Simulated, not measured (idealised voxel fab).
The following process module bears the name voxel spacer lines.
Square cells of 5 nm make up the cross-section cut, whose width is 225 nm.
A cross-section is written here as square cells arranged in a grid, and it is given in bands from the top down, each band taking up one or more rows of cells.
Within each band entry, the heights of the top and of the bottom of the band appear first, in that order and in nm; the materials of the band then follow from left to right, each with its corresponding width in nm. The designation "all across" on a single material indicates that it fills the band from edge to edge; the designation "blank" indicates empty space.
Heights are reckoned from 0. Under this level, the received wafer is all of one material. The bottommost band is open-ended downward, for example "from 0 down".
The expression "30->40" gives the width at the extremes of the band, the first number at its top row of cells and the second at its bottom row, with the width changing by equal amounts from each row to the next in between.
A step reported as "nothing different" is a step in which no cell of the cross-section changed.
Under "Cavities, closed" you'll find the enclosed gaps, the ones with no way out to the top, that are 8 cells or bigger; each reads width x height at distance, with distance counted from the left edge, everything in nm.
Whatever follows a step's settings on its line is a remark the simulator itself makes about that step.
Steps that use a mask can have "overlay nm" on their line. It says how far the mask sat to the right of where it was meant to be. Negative means to the left.

### Set out below are the planned steps of the process
step 1: RECEIVE [material Si]
step 2: CONFORMAL_DEP [material Al2O3] [thk nm 5]
step 3: DIRECTIONAL_DEP [material SiN] [thk nm 10]
step 4: DIRECTIONAL_DEP [material polySi] [thk nm 25]
step 5: PATTERN [tone cover] [mask id MANDREL] [material resist] [width nm 25] [pitch nm 80] [thk nm 30] [overlay nm 0]
step 6: DIRECTIONAL_ETCH [etch materials polySi] [depth nm 25]
step 7: STRIP [etch materials resist]
step 8: CONFORMAL_DEP [material SiO2] [thk nm 15]
step 9: DIRECTIONAL_ETCH [etch materials SiO2] [depth nm 15]
step 10: STRIP [etch materials polySi]
step 11: DIRECTIONAL_ETCH [etch materials SiN] [depth nm 10]
step 12: STRIP [etch materials SiO2]
step 13: FILL_DEP [material SiO2] [thk nm 5]
step 14: CMP [height nm 15]

### First wafer out of two, processed as planned

### Cross-sectional view of the wafer in its as-received condition, corresponding to the state after step 1
from 0 down = Si all across
Cavities, closed: none

### After step 2: wafer cross-section
from 5 to 0 = Al2O3 all across
Note: structure below 0 unchanged.

### After step 3: wafer cross-section
from 15 to 5 = SiN all across
Note: structure below 5 unchanged.

### After step 4: wafer cross-section
from 40 to 15 = polySi all across
Note: structure below 15 unchanged.

### After step 5: wafer cross-section
from 70 to 40 = blank=60  resist=25  blank=55  resist=25  blank=60
Note: structure below 40 unchanged.

### After step 6: wafer cross-section
from 70 to 40 = blank=60  resist=25  blank=55  resist=25  blank=60
from 40 to 15 = blank=60  polySi=25  blank=55  polySi=25  blank=60
Note: structure below 15 unchanged.

### After step 7: wafer cross-section
from 40 to 15 = blank=60  polySi=25  blank=55  polySi=25  blank=60
Note: structure below 15 unchanged.

### After step 8: wafer cross-section
from 55 to 40 = blank=45  SiO2=55  blank=25  SiO2=55  blank=45
from 40 to 30 = blank=45  SiO2=15  polySi=25  SiO2=15  blank=25  SiO2=15  polySi=25  SiO2=15  blank=45
from 30 to 15 = SiO2=60  polySi=25  SiO2=55  polySi=25  SiO2=60
Note: structure below 15 unchanged.

### After step 9: wafer cross-section
from 40 to 15 = blank=45  SiO2=15  polySi=25  SiO2=15  blank=25  SiO2=15  polySi=25  SiO2=15  blank=45
Note: structure below 15 unchanged.

### After step 10: wafer cross-section
from 40 to 15 = blank=45  SiO2=15  blank=25  SiO2=15  blank=25  SiO2=15  blank=25  SiO2=15  blank=45
Note: structure below 15 unchanged.

### After step 11: wafer cross-section
from 40 to 15 = blank=45  SiO2=15  blank=25  SiO2=15  blank=25  SiO2=15  blank=25  SiO2=15  blank=45
from 15 to 5 = blank=45  SiN=15  blank=25  SiN=15  blank=25  SiN=15  blank=25  SiN=15  blank=45
Note: structure below 5 unchanged.

### After step 12: wafer cross-section
from 15 to 5 = blank=45  SiN=15  blank=25  SiN=15  blank=25  SiN=15  blank=25  SiN=15  blank=45
Note: structure below 5 unchanged.

### After step 13: wafer cross-section
from 20 to 15 = SiO2 all across
from 15 to 5 = SiO2=45  SiN=15  SiO2=25  SiN=15  SiO2=25  SiN=15  SiO2=25  SiN=15  SiO2=45
Note: structure below 5 unchanged.

### After step 14: wafer cross-section
from 15 to 5 = SiO2=45  SiN=15  SiO2=25  SiN=15  SiO2=25  SiN=15  SiO2=25  SiN=15  SiO2=45
Note: structure below 5 unchanged.

### For the second wafer, take the first wafer's start and plan, then add one mistake made in running it; everything through step 1, that step included, is shared with the first

### when step 2 should have ended
from 10 to 0 = SiN all across
Note: structure below 0 unchanged.

### when step 3 should have ended
from 15 to 10 = Al2O3 all across
Note: structure below 10 unchanged.

### when step 4 should have ended
from 40 to 15 = polySi all across
Note: structure below 15 unchanged.

### when step 5 should have ended
from 70 to 40 = blank=60  resist=25  blank=55  resist=25  blank=60
Note: structure below 40 unchanged.

### when step 6 should have ended
from 70 to 40 = blank=60  resist=25  blank=55  resist=25  blank=60
from 40 to 15 = blank=60  polySi=25  blank=55  polySi=25  blank=60
Note: structure below 15 unchanged.

### when step 7 should have ended
from 40 to 15 = blank=60  polySi=25  blank=55  polySi=25  blank=60
Note: structure below 15 unchanged.

### when step 8 should have ended
from 55 to 40 = blank=45  SiO2=55  blank=25  SiO2=55  blank=45
from 40 to 30 = blank=45  SiO2=15  polySi=25  SiO2=15  blank=25  SiO2=15  polySi=25  SiO2=15  blank=45
from 30 to 15 = SiO2=60  polySi=25  SiO2=55  polySi=25  SiO2=60
Note: structure below 15 unchanged.

### when step 9 should have ended
from 40 to 15 = blank=45  SiO2=15  polySi=25  SiO2=15  blank=25  SiO2=15  polySi=25  SiO2=15  blank=45
Note: structure below 15 unchanged.

### when step 10 should have ended
from 40 to 15 = blank=45  SiO2=15  blank=25  SiO2=15  blank=25  SiO2=15  blank=25  SiO2=15  blank=45
Note: structure below 15 unchanged.

when step 11 should have ended: nothing different

### when step 12 should have ended
from 15 to 10 = Al2O3 all across
Note: structure below 10 unchanged.

### when step 13 should have ended
from 20 to 15 = SiO2 all across
Note: structure below 15 unchanged.

### when step 14 should have ended
from 15 to 10 = Al2O3 all across
Note: structure below 10 unchanged.
In executing the process, a mistake was made relative to the plan: transposition of steps 2 and 3 relative to the planned sequence
Count the cells at the end and the second wafer has more or fewer of some materials than the first: +66 SiN, -66 SiO2
